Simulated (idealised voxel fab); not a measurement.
process module | voxel trench capacitor
cross-section cut | 180 nm wide | cells 5 nm
A cross-section is a grid of square cells, given in bands from the top down. A band is one or more rows of cells.
Each band's line starts with the height of the band's top and of its bottom, in nm. Then come its materials from left to right, each with its width in nm. One material with "throughout" fills the band from edge to edge. "air" is empty space.
Height 0 is the level under which the wafer as received is all one material. The lowest band goes on downwards, as in "0 down".
A width such as "30 to 40" changes by the same amount from each row of cells to the next, from the band's top row to its bottom row.
"no change" after a step means that no cell of the cross-section changed.
closed voids: empty space of 8 cells or more with no open way to the top, each as width x height at its distance from the left edge, in nm
after a step's settings: what the simulator itself notes on the step
overlay nm, on a step with a mask: how far to the right of its planned place the mask lay; to the left if negative
plan
1 op RECEIVE | material Si
2 op CONFORMAL_DEP | material SiN | thk nm 10
3 op DIRECTIONAL_DEP | material aC | thk nm 10
4 op PATTERN | tone open | mask id TRENCH | material resist | width nm 25 | pitch nm 55 | thk nm 25 | overlay nm 0
5 op DIRECTIONAL_ETCH | etch materials aC | depth nm 10
6 op STRIP | etch materials resist
7 op DIRECTIONAL_ETCH | etch materials SiN | depth nm 10
8 op DIRECTIONAL_ETCH | etch materials Si | depth nm 40
9 op STRIP | etch materials aC
10 op CONFORMAL_DEP | material SiO2 | thk nm 5
11 op FILL_DEP | material polySi | thk nm 10
12 op CMP | height nm 10
as received, after step 1
  0 down: Si throughout
  closed voids: none
first wafer at the end, as planned
  10 to 0: SiN 50 | SiO2 5 | polySi 15 | SiO2 5 | SiN 30 | SiO2 5 | polySi 15 | SiO2 5 | SiN 50
  0 to -35: Si 50 | SiO2 5 | polySi 15 | SiO2 5 | Si 30 | SiO2 5 | polySi 15 | SiO2 5 | Si 50
  -35 to -40: Si 50 | SiO2 25 | Si 30 | SiO2 25 | Si 50
  -40 down: Si throughout
  closed voids: none
second wafer at the end: like start, like plan, one mistake
  10 to 0: polySi 45 | SiO2 5 | SiN 25 | SiO2 5 | polySi 20 | SiO2 5 | SiN 25 | SiO2 5 | polySi 45
  0 to -35: polySi 45 | SiO2 5 | Si 25 | SiO2 5 | polySi 20 | SiO2 5 | Si 25 | SiO2 5 | polySi 45
  -35 to -40: SiO2 50 | Si 25 | SiO2 30 | Si 25 | SiO2 50
  -40 down: Si throughout
  closed voids: none
what went wrong: step 4 ran as: op PATTERN | tone cover | mask id TRENCH | material resist | width nm 25 | pitch nm 55 | thk nm 25 | overlay nm 0
at the end the second wafer has, in cells: 128 fewer of Si | 32 fewer of SiN | 16 more of SiO2 | 144 more of polySi
